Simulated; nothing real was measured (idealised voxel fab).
The name of this process module is voxel transistor to metal.
In the cross-section labelled cut, the width is 260 nm and each square cell is 5 nm.
A cross-section in this document is a grid of square cells, and it is written down as bands, the top band listed before the ones below it; a band is made up of one or more rows of cells. A band entry consists of two parts. The first gives the height of the band's top and the height of its bottom, in nm. The rest lists the band's materials from left to right, each with its width in nm. A single material labelled with the word "throughout" fills the band from edge to edge, and the word "blank" marks empty space. Heights from 0 (as-received wafer is one material below). Bottom band endless downward, as "0 nm and below". Quick explanation for "30..40": the width changes in equal steps down the rows of cells, from the first number in the band's top row to the second number in its bottom row. No cell of the cross-section changed in a step that is given as "no modification". Entry "Closed void register". Content: empty spaces with no open connection to the top, size 8 cells or greater. Each: width x height at distance. Distance: from left edge. Unit: nm. Post-settings text on a step line: simulator's own remark regarding the step. overlay nm: mask right of planned place by this much (step with mask). Neg. = left. Heads up before you read on: it's before/after pairs around one process step each, after side only down to the lowest band that changed, step plus settings under the pair. Pairs can be from different runs of this module, same starting wafer, so only chain a pair onto the one above if its "Before processing step" entry says so.
## Before processing step
15 nm to 0 nm  SiO2 20; SiN 95; SiO2 30; SiN 95; SiO2 20
0 nm to -5 nm  SiO2 throughout
-5 nm to -70 nm  SiO2 25; Si 85; SiO2 40; Si 85; SiO2 25
-70 nm and below  Si throughout
Closed void register: none
## Cross-Section Thereafter
15 nm to 5 nm  blank 20; SiN 95; blank 30; SiN 95; blank 20
Below a height of 5, the structure has not been altered.
Closed void register: none
The structure goes from the before cross-section above to the after cross-section through SELECTIVE_ETCH,etch materials SiO2,depth nm 10
Before processing step: This step starts from the configuration shown after the step in the pair immediately above.
## Cross-Section Thereafter
5 nm to 0 nm  SiO2 20; blank 95; SiO2 30; blank 95; SiO2 20
Below a height of 0, the structure has not been altered.
Closed void register: none
The structure goes from the before cross-section above to the after cross-section through STRIP,etch materials SiN
Before processing step: This step starts from the configuration shown after the step in the pair immediately above.
## Cross-Section Thereafter
0 nm to -5 nm  SiO2 15; blank 105; SiO2 20; blank 105; SiO2 15
Below a height of -5, the structure has not been altered.
Closed void register: none
The structure goes from the before cross-section above to the after cross-section through SELECTIVE_ETCH,etch materials SiO2,depth nm 5
Before processing step: This step starts from the configuration shown after the step in the pair immediately above.
## Cross-Section Thereafter
0 nm to -5 nm  SiO2 15; blank 105; SiO2 20; blank 105; SiO2 15
-5 nm to -10 nm  SiO2 throughout
Below a height of -10, the structure has not been altered.
Closed void register: none
The structure goes from the before cross-section above to the after cross-section through OXIDIZE,depth nm 5
Before processing step: This step starts from the configuration shown after the step in the pair immediately above.
## Cross-Section Thereafter
25 nm to 20 nm  polySi 15; blank 105; polySi 20; blank 105; polySi 15
20 nm to 0 nm  polySi throughout
0 nm to -5 nm  SiO2 15; polySi 105; SiO2 20; polySi 105; SiO2 15
Below a height of -5, the structure has not been altered.
Closed void register: none
The structure goes from the before cross-section above to the after cross-section through DIRECTIONAL_DEP,material polySi,thk nm 25
Before processing step: This step starts from the configuration shown after the step in the pair immediately above.
## Cross-Section Thereafter
40 nm to 35 nm  SiCN 15; blank 105; SiCN 20; blank 105; SiCN 15
35 nm to 25 nm  SiCN throughout
25 nm to 20 nm  polySi 15; SiCN 105; polySi 20; SiCN 105; polySi 15
Below a height of 20, the structure has not been altered.
Closed void register: none
The structure goes from the before cross-section above to the after cross-section through DIRECTIONAL_DEP,material SiCN,thk nm 15
Before processing step: This step starts from the configuration shown after the step in the pair immediately above.
## Cross-Section Thereafter
35 nm to 25 nm  blank 55; SiCN 25; blank 100; SiCN 25; blank 55
25 nm to 20 nm  polySi 15; blank 40; SiCN 25; blank 40; polySi 20; blank 40; SiCN 25; blank 40; polySi 15
Below a height of 20, the structure has not been altered.
Closed void register: none
The structure goes from the before cross-section above to the after cross-section through MASKED_ETCH,tone cover,mask id GATE,width nm 25,pitch nm 125,etch materials SiCN,depth nm 25,overlay nm 0
Before processing step: This step starts from the configuration shown after the step in the pair immediately above.
## Cross-Section Thereafter
35 nm to 20 nm  blank 55; SiCN 25; blank 100; SiCN 25; blank 55
20 nm to 0 nm  blank 55; polySi 25; blank 100; polySi 25; blank 55
0 nm to -5 nm  SiO2 15; blank 40; polySi 25; blank 40; SiO2 20; blank 40; polySi 25; blank 40; SiO2 15
Below a height of -5, the structure has not been altered.
Closed void register: none
The structure goes from the before cross-section above to the after cross-section through MASKED_ETCH,tone cover,mask id GATE,width nm 25,pitch nm 125,etch materials polySi,depth nm 35,overlay nm 0
Before processing step: This step starts from the configuration shown after the step in the pair immediately above.
## Cross-Section Thereafter
40 nm to 35 nm  blank 50; SiN 35; blank 90; SiN 35; blank 50
35 nm to 20 nm  blank 50; SiN 5; SiCN 25; SiN 5; blank 90; SiN 5; SiCN 25; SiN 5; blank 50
20 nm to 5 nm  blank 50; SiN 5; polySi 25; SiN 5; blank 90; SiN 5; polySi 25; SiN 5; blank 50
5 nm to 0 nm  SiN 20; blank 30; SiN 5; polySi 25; SiN 5; blank 30; SiN 30; blank 30; SiN 5; polySi 25; SiN 5; blank 30; SiN 20
0 nm to -5 nm  SiO2 15; SiN 40; polySi 25; SiN 40; SiO2 20; SiN 40; polySi 25; SiN 40; SiO2 15
Below a height of -5, the structure has not been altered.
Closed void register: none
The structure goes from the before cross-section above to the after cross-section through CONFORMAL_DEP,material SiN,thk nm 5
Before processing step: This step starts from the configuration shown after the step in the pair immediately above.
## Cross-Section Thereafter
35 nm to 20 nm  blank 50; SiN 5; SiCN 25; SiN 5; blank 90; SiN 5; SiCN 25; SiN 5; blank 50
20 nm to 0 nm  blank 50; SiN 5; polySi 25; SiN 5; blank 90; SiN 5; polySi 25; SiN 5; blank 50
0 nm to -5 nm  SiO2 15; SiN 5; blank 30; SiN 5; polySi 25; SiN 5; blank 30; SiN 5; SiO2 20; SiN 5; blank 30; SiN 5; polySi 25; SiN 5; blank 30; SiN 5; SiO2 15
Below a height of -5, the structure has not been altered.
Closed void register: none
The structure goes from the before cross-section above to the after cross-section through DIRECTIONAL_ETCH,etch materials SiN,depth nm 5
Before processing step: This step starts from the configuration shown after the step in the pair immediately above.
## Cross-Section Thereafter
35 nm to 20 nm  blank 50; SiN 5; SiCN 25; SiN 5; blank 90; SiN 5; SiCN 25; SiN 5; blank 50
20 nm to 0 nm  blank 50; SiN 5; polySi 25; SiN 5; blank 90; SiN 5; polySi 25; SiN 5; blank 50
0 nm to -5 nm  blank 15; SiN 5; blank 30; SiN 5; polySi 25; SiN 5; blank 30; SiN 5; blank 20; SiN 5; blank 30; SiN 5; polySi 25; SiN 5; blank 30; SiN 5; blank 15
-5 nm to -10 nm  SiO2 20; blank 30; SiO2 35; blank 30; SiO2 30; blank 30; SiO2 35; blank 30; SiO2 20
Below a height of -10, the structure has not been altered.
Closed void register: none
The structure goes from the before cross-section above to the after cross-section through DIRECTIONAL_ETCH,etch materials SiO2,depth nm 5
Before processing step: This step starts from the configuration shown after the step in the pair immediately above.
## Cross-Section Thereafter
35 nm to 20 nm  blank 50; SiN 5; SiCN 25; SiN 5; blank 90; SiN 5; SiCN 25; SiN 5; blank 50
20 nm to 0 nm  blank 50; SiN 5; polySi 25; SiN 5; blank 90; SiN 5; polySi 25; SiN 5; blank 50
0 nm to -5 nm  blank 15; SiN 5; blank 30; SiN 5; polySi 25; SiN 5; blank 30; SiN 5; blank 20; SiN 5; blank 30; SiN 5; polySi 25; SiN 5; blank 30; SiN 5; blank 15
-5 nm to -10 nm  SiO2 20; blank 30; SiO2 35; blank 30; SiO2 30; blank 30; SiO2 35; blank 30; SiO2 20
-10 nm to -25 nm  SiO2 25; blank 25; Si 35; blank 25; SiO2 40; blank 25; Si 35; blank 25; SiO2 25
Below a height of -25, the structure has not been altered.
Closed void register: none
The structure goes from the before cross-section above to the after cross-section through DIRECTIONAL_ETCH,etch materials Si,depth nm 15
Before processing step: This step starts from the configuration shown after the step in the pair immediately above.
## Cross-Section Thereafter
35 nm to 20 nm  blank 50; SiN 5; SiCN 25; SiN 5; blank 90; SiN 5; SiCN 25; SiN 5; blank 50
20 nm to 5 nm  blank 50; SiN 5; polySi 25; SiN 5; blank 90; SiN 5; polySi 25; SiN 5; blank 50
5 nm to 0 nm  blank 35; SiGe 15; SiN 5; polySi 25; SiN 5; SiGe 15; blank 60; SiGe 15; SiN 5; polySi 25; SiN 5; SiGe 15; blank 35
0 nm to -5 nm  blank 15; SiN 5; blank 15; SiGe 15; SiN 5; polySi 25; SiN 5; SiGe 15; blank 15; SiN 5; blank 20; SiN 5; blank 15; SiGe 15; SiN 5; polySi 25; SiN 5; SiGe 15; blank 15; SiN 5; blank 15
-5 nm to -10 nm  SiO2 20; blank 15; SiGe 15; SiO2 35; SiGe 15; blank 15; SiO2 30; blank 15; SiGe 15; SiO2 35; SiGe 15; blank 15; SiO2 20
-10 nm to -25 nm  SiO2 25; SiGe 25; Si 35; SiGe 25; SiO2 40; SiGe 25; Si 35; SiGe 25; SiO2 25
Below a height of -25, the structure has not been altered.
Closed void register: none
The structure goes from the before cross-section above to the after cross-section through EPI,material SiGe,thk nm 15
Before processing step: This step starts from the configuration shown after the step in the pair immediately above.
## Cross-Section Thereafter
40 nm to 35 nm  SiO2 throughout
35 nm to 20 nm  SiO2 50; SiN 5; SiCN 25; SiN 5; SiO2 90; SiN 5; SiCN 25; SiN 5; SiO2 50
20 nm to 5 nm  SiO2 50; SiN 5; polySi 25; SiN 5; SiO2 90; SiN 5; polySi 25; SiN 5; SiO2 50
5 nm to 0 nm  SiO2 35; SiGe 15; SiN 5; polySi 25; SiN 5; SiGe 15; SiO2 60; SiGe 15; SiN 5; polySi 25; SiN 5; SiGe 15; SiO2 35
0 nm to -5 nm  SiO2 15; SiN 5; SiO2 15; SiGe 15; SiN 5; polySi 25; SiN 5; SiGe 15; SiO2 15; SiN 5; SiO2 20; SiN 5; SiO2 15; SiGe 15; SiN 5; polySi 25; SiN 5; SiGe 15; SiO2 15; SiN 5; SiO2 15
-5 nm to -10 nm  SiO2 35; SiGe 15; SiO2 35; SiGe 15; SiO2 60; SiGe 15; SiO2 35; SiGe 15; SiO2 35
Below a height of -10, the structure has not been altered.
Closed void register: none
The structure goes from the before cross-section above to the after cross-section through FILL_DEP,material SiO2,thk nm 5
Before processing step: This step starts from the configuration shown after the step in the pair immediately above.
## Cross-Section Thereafter
35 nm to 20 nm  SiO2 50; SiN 5; SiCN 25; SiN 5; SiO2 90; SiN 5; SiCN 25; SiN 5; SiO2 50
Below a height of 20, the structure has not been altered.
Closed void register: none
The structure goes from the before cross-section above to the after cross-section through CMP,height nm 35
Before processing step: This step starts from the configuration shown after the step in the pair immediately above.
## Cross-Section Thereafter
50 nm to 35 nm  SiO2 throughout
Below a height of 35, the structure has not been altered.
Closed void register: none
The structure goes from the before cross-section above to the after cross-section through DIRECTIONAL_DEP,material SiO2,thk nm 15
Before processing step: This step starts from the configuration shown after the step in the pair immediately above.
## Cross-Section Thereafter
50 nm to 35 nm  SiO2 25; blank 25; SiO2 35; blank 25; SiO2 40; blank 25; SiO2 35; blank 25; SiO2 25
35 nm to 20 nm  SiO2 25; blank 25; SiN 5; SiCN 25; SiN 5; blank 25; SiO2 40; blank 25; SiN 5; SiCN 25; SiN 5; blank 25; SiO2 25
20 nm to 5 nm  SiO2 25; blank 25; SiN 5; polySi 25; SiN 5; blank 25; SiO2 40; blank 25; SiN 5; polySi 25; SiN 5; blank 25; SiO2 25
5 nm to 0 nm  SiO2 25; blank 10; SiGe 15; SiN 5; polySi 25; SiN 5; SiGe 15; blank 10; SiO2 40; blank 10; SiGe 15; SiN 5; polySi 25; SiN 5; SiGe 15; blank 10; SiO2 25
0 nm to -5 nm  SiO2 15; SiN 5; SiO2 5; blank 10; SiGe 15; SiN 5; polySi 25; SiN 5; SiGe 15; blank 10; SiO2 5; SiN 5; SiO2 20; SiN 5; SiO2 5; blank 10; SiGe 15; SiN 5; polySi 25; SiN 5; SiGe 15; blank 10; SiO2 5; SiN 5; SiO2 15
-5 nm to -10 nm  SiO2 25; blank 10; SiGe 15; SiO2 35; SiGe 15; blank 10; SiO2 40; blank 10; SiGe 15; SiO2 35; SiGe 15; blank 10; SiO2 25
Below a height of -10, the structure has not been altered.
Closed void register: none
The structure goes from the before cross-section above to the after cross-section through MASKED_ETCH,tone open,mask id CONTACT,width nm 25,etch materials SiO2,depth nm 60,overlay nm 0
Before processing step: This step starts from the configuration shown after the step in the pair immediately above.
## Cross-Section Thereafter
55 nm to 50 nm  TiN 30; blank 15; TiN 45; blank 15; TiN 50; blank 15; TiN 45; blank 15; TiN 30
50 nm to 35 nm  SiO2 25; TiN 5; blank 15; TiN 5; SiO2 35; TiN 5; blank 15; TiN 5; SiO2 40; TiN 5; blank 15; TiN 5; SiO2 35; TiN 5; blank 15; TiN 5; SiO2 25
35 nm to 20 nm  SiO2 25; TiN 5; blank 15; TiN 5; SiN 5; SiCN 25; SiN 5; TiN 5; blank 15; TiN 5; SiO2 40; TiN 5; blank 15; TiN 5; SiN 5; SiCN 25; SiN 5; TiN 5; blank 15; TiN 5; SiO2 25
20 nm to 10 nm  SiO2 25; TiN 5; blank 15; TiN 5; SiN 5; polySi 25; SiN 5; TiN 5; blank 15; TiN 5; SiO2 40; TiN 5; blank 15; TiN 5; SiN 5; polySi 25; SiN 5; TiN 5; blank 15; TiN 5; SiO2 25
10 nm to 5 nm  SiO2 25; TiN 25; SiN 5; polySi 25; SiN 5; TiN 25; SiO2 40; TiN 25; SiN 5; polySi 25; SiN 5; TiN 25; SiO2 25
5 nm to 0 nm  SiO2 25; TiN 10; SiGe 15; SiN 5; polySi 25; SiN 5; SiGe 15; TiN 10; SiO2 40; TiN 10; SiGe 15; SiN 5; polySi 25; SiN 5; SiGe 15; TiN 10; SiO2 25
0 nm to -5 nm  SiO2 15; SiN 5; SiO2 5; TiN 10; SiGe 15; SiN 5; polySi 25; SiN 5; SiGe 15; TiN 10; SiO2 5; SiN 5; SiO2 20; SiN 5; SiO2 5; TiN 10; SiGe 15; SiN 5; polySi 25; SiN 5; SiGe 15; TiN 10; SiO2 5; SiN 5; SiO2 15
-5 nm to -10 nm  SiO2 25; TiN 10; SiGe 15; SiO2 35; SiGe 15; TiN 10; SiO2 40; TiN 10; SiGe 15; SiO2 35; SiGe 15; TiN 10; SiO2 25
Below a height of -10, the structure has not been altered.
Closed void register: none
The structure goes from the before cross-section above to the after cross-section through CONFORMAL_DEP,material TiN,thk nm 5
Before processing step: This step starts from the configuration shown after the step in the pair immediately above.
## Cross-Section Thereafter
60 nm to 55 nm  W throughout
55 nm to 50 nm  TiN 30; W 15; TiN 45; W 15; TiN 50; W 15; TiN 45; W 15; TiN 30
50 nm to 35 nm  SiO2 25; TiN 5; W 15; TiN 5; SiO2 35; TiN 5; W 15; TiN 5; SiO2 40; TiN 5; W 15; TiN 5; SiO2 35; TiN 5; W 15; TiN 5; SiO2 25
35 nm to 20 nm  SiO2 25; TiN 5; W 15; TiN 5; SiN 5; SiCN 25; SiN 5; TiN 5; W 15; TiN 5; SiO2 40; TiN 5; W 15; TiN 5; SiN 5; SiCN 25; SiN 5; TiN 5; W 15; TiN 5; SiO2 25
20 nm to 10 nm  SiO2 25; TiN 5; W 15; TiN 5; SiN 5; polySi 25; SiN 5; TiN 5; W 15; TiN 5; SiO2 40; TiN 5; W 15; TiN 5; SiN 5; polySi 25; SiN 5; TiN 5; W 15; TiN 5; SiO2 25
Below a height of 10, the structure has not been altered.
Closed void register: none
The structure goes from the before cross-section above to the after cross-section through FILL_DEP,material W,thk nm 5
Before processing step: This step starts from the configuration shown after the step in the pair immediately above.
## Cross-Section Thereafter
50 nm to 35 nm  SiO2 25; TiN 5; W 15; TiN 5; SiO2 35; TiN 5; W 15; TiN 5; SiO2 40; TiN 5; W 15; TiN 5; SiO2 35; TiN 5; W 15; TiN 5; SiO2 25
Below a height of 35, the structure has not been altered.
Closed void register: none
The structure goes from the before cross-section above to the after cross-section through CMP,height nm 50
Before processing step: This step starts from the configuration shown after the step in the pair immediately above.
## Cross-Section Thereafter
55 nm to 50 nm  SiN throughout
Below a height of 50, the structure has not been altered.
Closed void register: none
The structure goes from the before cross-section above to the after cross-section through CONFORMAL_DEP,material SiN,thk nm 5
Before processing step: This step starts from the configuration shown after the step in the pair immediately above.
## Cross-Section Thereafter
70 nm to 55 nm  SiO2 throughout
Below a height of 55, the structure has not been altered.
Closed void register: none
The structure goes from the before cross-section above to the after cross-section through DIRECTIONAL_DEP,material SiO2,thk nm 15
Before processing step: This step starts from the configuration shown after the step in the pair immediately above.
## Cross-Section Thereafter
85 nm to 70 nm  aC throughout
Below a height of 70, the structure has not been altered.
Closed void register: none
The structure goes from the before cross-section above to the after cross-section through DIRECTIONAL_DEP,material aC,thk nm 15
Before processing step: This step starts from the configuration shown after the step in the pair immediately above.
## Cross-Section Thereafter
115 nm to 85 nm  resist 25; blank 15; resist 55; blank 15; resist 40; blank 15; resist 55; blank 15; resist 25
Below a height of 85, the structure has not been altered.
Closed void register: none
The structure goes from the before cross-section above to the after cross-section through PATTERN,tone open,mask id METAL_1,material resist,width nm 15,thk nm 30,overlay nm 0
Before processing step: This step starts from the configuration shown after the step in the pair immediately above.
## Cross-Section Thereafter
100 nm to 85 nm  resist 25; blank 15; resist 55; blank 15; resist 40; blank 15; resist 55; blank 15; resist 25
85 nm to 70 nm  aC 25; blank 15; aC 55; blank 15; aC 40; blank 15; aC 55; blank 15; aC 25
Below a height of 70, the structure has not been altered.
Closed void register: none
The structure goes from the before cross-section above to the after cross-section through DIRECTIONAL_ETCH,etch materials aC,depth nm 15
Before processing step: This step starts from the configuration shown after the step in the pair immediately above.
## Cross-Section Thereafter
85 nm to 70 nm  aC 25; blank 15; aC 55; blank 15; aC 40; blank 15; aC 55; blank 15; aC 25
Below a height of 70, the structure has not been altered.
Closed void register: none
The structure goes from the before cross-section above to the after cross-section through STRIP,etch materials resist
Before processing step: This step starts from the configuration shown after the step in the pair immediately above.
## Cross-Section Thereafter
85 nm to 70 nm  aC 25; blank 15; aC 55; blank 15; aC 40; blank 15; aC 55; blank 15; aC 25
70 nm to 55 nm  SiO2 25; blank 15; SiO2 55; blank 15; SiO2 40; blank 15; SiO2 55; blank 15; SiO2 25
Below a height of 55, the structure has not been altered.
Closed void register: none
The structure goes from the before cross-section above to the after cross-section through DIRECTIONAL_ETCH,etch materials SiO2,depth nm 15
Before processing step: This step starts from the configuration shown after the step in the pair immediately above.
## Cross-Section Thereafter
85 nm to 70 nm  aC 25; blank 15; aC 55; blank 15; aC 40; blank 15; aC 55; blank 15; aC 25
70 nm to 55 nm  SiO2 25; blank 15; SiO2 55; blank 15; SiO2 40; blank 15; SiO2 55; blank 15; SiO2 25
55 nm to 50 nm  SiN 25; blank 15; SiN 55; blank 15; SiN 40; blank 15; SiN 55; blank 15; SiN 25
Below a height of 50, the structure has not been altered.
Closed void register: none
The structure goes from the before cross-section above to the after cross-section through DIRECTIONAL_ETCH,etch materials SiN,depth nm 5
Before processing step: This step starts from the configuration shown after the step in the pair immediately above.
## Cross-Section Thereafter
70 nm to 55 nm  SiO2 25; blank 15; SiO2 55; blank 15; SiO2 40; blank 15; SiO2 55; blank 15; SiO2 25
Below a height of 55, the structure has not been altered.
Closed void register: none
The structure goes from the before cross-section above to the after cross-section through STRIP,etch materials aC
Before processing step: This step starts from the configuration shown after the step in the pair immediately above.
## Cross-Section Thereafter
75 nm to 70 nm  TiN 30; blank 5; TiN 65; blank 5; TiN 50; blank 5; TiN 65; blank 5; TiN 30
70 nm to 55 nm  SiO2 25; TiN 5; blank 5; TiN 5; SiO2 55; TiN 5; blank 5; TiN 5; SiO2 40; TiN 5; blank 5; TiN 5; SiO2 55; TiN 5; blank 5; TiN 5; SiO2 25
55 nm to 50 nm  SiN 25; TiN 15; SiN 55; TiN 15; SiN 40; TiN 15; SiN 55; TiN 15; SiN 25
Below a height of 50, the structure has not been altered.
Closed void register: none
The structure goes from the before cross-section above to the after cross-section through CONFORMAL_DEP,material TiN,thk nm 5
Before processing step: This step starts from the configuration shown after the step in the pair immediately above.
## Cross-Section Thereafter
85 nm to 75 nm  Cu throughout
75 nm to 70 nm  TiN 30; Cu 5; TiN 65; Cu 5; TiN 50; Cu 5; TiN 65; Cu 5; TiN 30
70 nm to 55 nm  SiO2 25; TiN 5; Cu 5; TiN 5; SiO2 55; TiN 5; Cu 5; TiN 5; SiO2 40; TiN 5; Cu 5; TiN 5; SiO2 55; TiN 5; Cu 5; TiN 5; SiO2 25
Below a height of 55, the structure has not been altered.
Closed void register: none
The structure goes from the before cross-section above to the after cross-section through FILL_DEP,material Cu,thk nm 10
Before processing step: This step starts from the configuration shown after the step in the pair immediately above.
## Cross-Section Thereafter
70 nm to 55 nm  SiO2 25; TiN 5; Cu 5; TiN 5; SiO2 55; TiN 5; Cu 5; TiN 5; SiO2 40; TiN 5; Cu 5; TiN 5; SiO2 55; TiN 5; Cu 5; TiN 5; SiO2 25
Below a height of 55, the structure has not been altered.
Closed void register: none
The structure goes from the before cross-section above to the after cross-section through CMP,height nm 70
Before processing step: This step starts from the configuration shown after the step in the pair immediately above.
## Cross-Section Thereafter
75 nm to 70 nm  SiN throughout
Below a height of 70, the structure has not been altered.
Closed void register: none
The structure goes from the before cross-section above to the after cross-section through CONFORMAL_DEP,material SiN,thk nm 5
## Before processing step
15 nm to 0 nm  SiO2 20; SiN 95; SiO2 30; SiN 95; SiO2 20
0 nm to -5 nm  SiO2 throughout
-5 nm to -40 nm  SiO2 25; Si 85; SiO2 40; Si 85; SiO2 25
-40 nm and below  Si throughout
Closed void register: none
## Cross-Section Thereafter
15 nm to 0 nm  SiO2 20; blank 95; SiO2 30; blank 95; SiO2 20
Below a height of 0, the structure has not been altered.
Closed void register: none
The structure goes from the before cross-section above to the after cross-section through STRIP,etch materials SiN
Before processing step: This step starts from the configuration shown after the step in the pair immediately above.
## Cross-Section Thereafter
5 nm to -5 nm  SiO2 10; blank 115; SiO2 10; blank 115; SiO2 10
-5 nm to -10 nm  SiO2 10; blank 15; Si 85; blank 15; SiO2 10; blank 15; Si 85; blank 15; SiO2 10
Below a height of -10, the structure has not been altered.
Closed void register: none
The structure goes from the before cross-section above to the after cross-section through SELECTIVE_ETCH,etch materials SiO2,depth nm 10
Before processing step: This step starts from the configuration shown after the step in the pair immediately above.
## Cross-Section Thereafter
0 nm to -5 nm  SiO2 5; blank 250; SiO2 5
-5 nm to -15 nm  SiO2 5; blank 20; Si 85; blank 40; Si 85; blank 20; SiO2 5
Below a height of -15, the structure has not been altered.
Closed void register: none
The structure goes from the before cross-section above to the after cross-section through SELECTIVE_ETCH,etch materials SiO2,depth nm 5
Before processing step: This step starts from the configuration shown after the step in the pair immediately above.
## Cross-Section Thereafter
0 nm to -5 nm  SiO2 5; blank 250; SiO2 5
-5 nm to -10 nm  SiO2 5; blank 20; SiO2 85; blank 40; SiO2 85; blank 20; SiO2 5
-10 nm to -15 nm  SiO2 5; blank 20; SiO2 5; Si 75; SiO2 5; blank 40; SiO2 5; Si 75; SiO2 5; blank 20; SiO2 5
-15 nm to -20 nm  SiO2 30; Si 75; SiO2 50; Si 75; SiO2 30
Below a height of -20, the structure has not been altered.
Closed void register: none
The structure goes from the before cross-section above to the after cross-section through OXIDIZE,depth nm 5
Before processing step: This step starts from the configuration shown after the step in the pair immediately above.
## Cross-Section Thereafter
25 nm to 20 nm  polySi 5; blank 250; polySi 5
20 nm to 10 nm  polySi 5; blank 20; polySi 85; blank 40; polySi 85; blank 20; polySi 5
10 nm to 0 nm  polySi throughout
0 nm to -5 nm  SiO2 5; polySi 250; SiO2 5
-5 nm to -10 nm  SiO2 5; polySi 20; SiO2 85; polySi 40; SiO2 85; polySi 20; SiO2 5
-10 nm to -15 nm  SiO2 5; polySi 20; SiO2 5; Si 75; SiO2 5; polySi 40; SiO2 5; Si 75; SiO2 5; polySi 20; SiO2 5
Below a height of -15, the structure has not been altered.
Closed void register: none
The structure goes from the before cross-section above to the after cross-section through DIRECTIONAL_DEP,material polySi,thk nm 25
Before processing step: This step starts from the configuration shown after the step in the pair immediately above.
## Cross-Section Thereafter
40 nm to 35 nm  SiCN 5; blank 250; SiCN 5
35 nm to 25 nm  SiCN 5; blank 20; SiCN 85; blank 40; SiCN 85; blank 20; SiCN 5
25 nm to 20 nm  polySi 5; SiCN 250; polySi 5
20 nm to 10 nm  polySi 5; SiCN 20; polySi 85; SiCN 40; polySi 85; SiCN 20; polySi 5
Below a height of 10, the structure has not been altered.
Closed void register: none
The structure goes from the before cross-section above to the after cross-section through DIRECTIONAL_DEP,material SiCN,thk nm 15
Before processing step: This step starts from the configuration shown after the step in the pair immediately above.
## Cross-Section Thereafter
35 nm to 25 nm  blank 55; SiCN 25; blank 100; SiCN 25; blank 55
25 nm to 20 nm  polySi 5; blank 50; SiCN 25; blank 100; SiCN 25; blank 50; polySi 5
20 nm to 10 nm  polySi 5; blank 20; polySi 85; blank 40; polySi 85; blank 20; polySi 5
Below a height of 10, the structure has not been altered.
Closed void register: none
The structure goes from the before cross-section above to the after cross-section through MASKED_ETCH,tone cover,mask id GATE,width nm 25,pitch nm 125,etch materials SiCN,depth nm 25,overlay nm 0
Before processing step: This step starts from the configuration shown after the step in the pair immediately above.
## Cross-Section Thereafter
35 nm to 20 nm  blank 55; SiCN 25; blank 100; SiCN 25; blank 55
20 nm to 0 nm  blank 55; polySi 25; blank 100; polySi 25; blank 55
0 nm to -5 nm  SiO2 5; blank 50; polySi 25; blank 100; polySi 25; blank 50; SiO2 5
-5 nm to -10 nm  SiO2 5; blank 20; SiO2 85; blank 40; SiO2 85; blank 20; SiO2 5
-10 nm to -15 nm  SiO2 5; blank 20; SiO2 5; Si 75; SiO2 5; blank 40; SiO2 5; Si 75; SiO2 5; blank 20; SiO2 5
Below a height of -15, the structure has not been altered.
Closed void register: none
The structure goes from the before cross-section above to the after cross-section through MASKED_ETCH,tone cover,mask id GATE,width nm 25,pitch nm 125,etch materials polySi,depth nm 35,overlay nm 0
Before processing step: This step starts from the configuration shown after the step in the pair immediately above.
## Cross-Section Thereafter
40 nm to 35 nm  blank 50; SiN 35; blank 90; SiN 35; blank 50
35 nm to 20 nm  blank 50; SiN 5; SiCN 25; SiN 5; blank 90; SiN 5; SiCN 25; SiN 5; blank 50
20 nm to 5 nm  blank 50; SiN 5; polySi 25; SiN 5; blank 90; SiN 5; polySi 25; SiN 5; blank 50
5 nm to 0 nm  SiN 10; blank 40; SiN 5; polySi 25; SiN 5; blank 90; SiN 5; polySi 25; SiN 5; blank 40; SiN 10
0 nm to -5 nm  SiO2 5; SiN 5; blank 10; SiN 35; polySi 25; SiN 35; blank 30; SiN 35; polySi 25; SiN 35; blank 10; SiN 5; SiO2 5
-5 nm to -10 nm  SiO2 5; SiN 5; blank 10; SiN 5; SiO2 85; SiN 5; blank 30; SiN 5; SiO2 85; SiN 5; blank 10; SiN 5; SiO2 5
-10 nm to -15 nm  SiO2 5; SiN 20; SiO2 5; Si 75; SiO2 5; SiN 40; SiO2 5; Si 75; SiO2 5; SiN 20; SiO2 5
Below a height of -15, the structure has not been altered.
Closed void register: none
The structure goes from the before cross-section above to the after cross-section through CONFORMAL_DEP,material SiN,thk nm 5
Before processing step: This step starts from the configuration shown after the step in the pair immediately above.
## Cross-Section Thereafter
35 nm to 20 nm  blank 50; SiN 5; SiCN 25; SiN 5; blank 90; SiN 5; SiCN 25; SiN 5; blank 50
20 nm to 0 nm  blank 50; SiN 5; polySi 25; SiN 5; blank 90; SiN 5; polySi 25; SiN 5; blank 50
0 nm to -5 nm  SiO2 5; SiN 5; blank 40; SiN 5; polySi 25; SiN 5; blank 90; SiN 5; polySi 25; SiN 5; blank 40; SiN 5; SiO2 5
-5 nm to -10 nm  SiO2 5; SiN 5; blank 10; SiN 5; SiO2 85; SiN 5; blank 30; SiN 5; SiO2 85; SiN 5; blank 10; SiN 5; SiO2 5
-10 nm to -15 nm  SiO2 5; SiN 5; blank 10; SiN 5; SiO2 5; Si 75; SiO2 5; SiN 5; blank 30; SiN 5; SiO2 5; Si 75; SiO2 5; SiN 5; blank 10; SiN 5; SiO2 5
Below a height of -15, the structure has not been altered.
Closed void register: none
The structure goes from the before cross-section above to the after cross-section through DIRECTIONAL_ETCH,etch materials SiN,depth nm 5
Before processing step: This step starts from the configuration shown after the step in the pair immediately above.
## Cross-Section Thereafter
35 nm to 20 nm  blank 50; SiN 5; SiCN 25; SiN 5; blank 90; SiN 5; SiCN 25; SiN 5; blank 50
20 nm to 0 nm  blank 50; SiN 5; polySi 25; SiN 5; blank 90; SiN 5; polySi 25; SiN 5; blank 50
0 nm to -5 nm  blank 5; SiN 5; blank 40; SiN 5; polySi 25; SiN 5; blank 90; SiN 5; polySi 25; SiN 5; blank 40; SiN 5; blank 5
-5 nm to -10 nm  SiO2 5; SiN 5; blank 10; SiN 5; blank 25; SiO2 35; blank 25; SiN 5; blank 30; SiN 5; blank 25; SiO2 35; blank 25; SiN 5; blank 10; SiN 5; SiO2 5
-10 nm to -15 nm  SiO2 5; SiN 5; blank 10; SiN 5; SiO2 5; Si 75; SiO2 5; SiN 5; blank 30; SiN 5; SiO2 5; Si 75; SiO2 5; SiN 5; blank 10; SiN 5; SiO2 5
-15 nm to -20 nm  SiO2 10; blank 10; SiO2 10; Si 75; SiO2 10; blank 30; SiO2 10; Si 75; SiO2 10; blank 10; SiO2 10
Below a height of -20, the structure has not been altered.
Closed void register: none
The structure goes from the before cross-section above to the after cross-section through DIRECTIONAL_ETCH,etch materials SiO2,depth nm 5
